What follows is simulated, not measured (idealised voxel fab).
Title: Process Module voxel self aligned contacts
We display cut, a cross-section 270 nm in width whose square cells are each 5 nm.
Just so we're on the same page, the cross-sections are grids of square cells, and they're listed out in bands top to bottom, each band one or more rows deep.
The entry gives the band's vertical extent as a top height and a bottom height in nm, then its horizontal make-up as materials from left to right, each with a width in nm. "blank" stands for empty space; a single material marked "all across" fills the band edge to edge.
Ref level 0: as-received wafer is one material below here. Bottom band extends down with no lower bound ("0..down").
Per-row width for "30..40": begins at first number (top row of band), ends at second number (bottom row), increment between rows held constant.
Where a step carries "stayed the same", the cross-section came out of it unchanged, cell for cell.
You'll see "Closed void list" listing empty spaces that have no way open to the top, as long as they're 8 cells or more; the notation is width x height at distance, where the distance is from the left edge, and all of it is in nm.
Note: text after step settings on the step line = simulator remark on that step.
If you see "overlay nm" on a step's line and that step has a mask, it's telling you how far right of where it was planned the mask ended up; a negative number means it went left instead.
SO HERE'S THE LINEUP OF PROCESS STEPS WE PLANNED
1. RECEIVE: material Si
2. CONFORMAL_DEP: material SiO2, thk nm 5
3. DIRECTIONAL_DEP: material polySi, thk nm 20
4. DIRECTIONAL_DEP: material SiN, thk nm 20
5. DIRECTIONAL_DEP: material aC, thk nm 15
6. PATTERN: tone cover, mask id GATE, material resist, width nm 25, pitch nm 65, thk nm 30, overlay nm 0
7. DIRECTIONAL_ETCH: etch materials aC, depth nm 15
8. STRIP: etch materials resist
9. DIRECTIONAL_ETCH: etch materials SiN, depth nm 20
10. DIRECTIONAL_ETCH: etch materials polySi, depth nm 20
11. STRIP: etch materials aC
12. CONFORMAL_DEP: material SiN, thk nm 10
13. DIRECTIONAL_ETCH: etch materials SiN, depth nm 10
14. FILL_DEP: material SiO2, thk nm 15
15. CMP: height nm 55
16. MASKED_ETCH: tone open, mask id CONTACT, width nm 50, pitch nm 65, etch materials SiO2, depth nm 55, overlay nm 0
17. CONFORMAL_DEP: material TiN, thk nm 5
18. FILL_DEP: material W, thk nm 5
19. CMP: height nm 55
20. CONFORMAL_DEP: material SiCN, thk nm 5
AS RECEIVED (POST STEP 1): CROSS-SECTION
> 0..down = Si all across
> Closed void list: none
CROSS-SECTION, FIRST OF TWO WAFERS, END OF MODULE, RUN AS PLANNED
> 60..55 = SiCN all across
> 55..45 = SiO2 (75), then TiN (5..20), then W (40..10), then TiN (5..20), then SiO2 (15), then TiN (5..20), then W (40..10), then TiN (5..20), then SiO2 (80)
> 45..25 = SiO2 (45), then SiN (45), then TiN (5), then W (10), then TiN (5), then SiN (45), then TiN (5), then W (10), then TiN (5), then SiN (45), then SiO2 (50)
> 25..5 = SiO2 (45), then SiN (10), then polySi (25), then SiN (10), then TiN (5), then W (10), then TiN (5), then SiN (10), then polySi (25), then SiN (10), then TiN (5), then W (10), then TiN (5), then SiN (10), then polySi (25), then SiN (10), then SiO2 (50)
> 5..0 = SiO2 (90), then TiN (20), then SiO2 (45), then TiN (20), then SiO2 (95)
> 0..down = Si all across
> Closed void list: none
WHAT THE SECOND WAFER LOOKS LIKE IN CROSS-SECTION ONCE THE MODULE IS DONE. ITS START AND ITS PLAN MATCHED THE FIRST WAFER'S EXACTLY; WHAT DIFFERED WAS ONE MISTAKE IN HOW IT WAS RUN
> 60..55 = SiCN all across
> 55..45 = SiO2 (75), then TiN (5..20), then W (40..10), then TiN (5..20), then SiO2 (15), then TiN (5..20), then W (40..10), then TiN (5..20), then SiO2 (80)
> 45..25 = SiO2 (45), then SiN (45), then TiN (5), then W (10), then TiN (5), then SiN (45), then TiN (5), then W (10), then TiN (5), then SiN (45), then SiO2 (50)
> 25..20 = SiO2 (90), then TiN (20), then SiO2 (45), then TiN (20), then SiO2 (95)
> 20..0 = polySi all across
> 0..down = Si all across
> Closed void list: none
The mistake made against the process plan was this: transposition of steps 2 and 3 relative to the planned sequence
Final wafer comparison in cells, second versus first, more or fewer per material: SiN: 48 fewer; SiO2: 76 fewer; TiN: 16 fewer; W: 16 fewer; polySi: 156 more
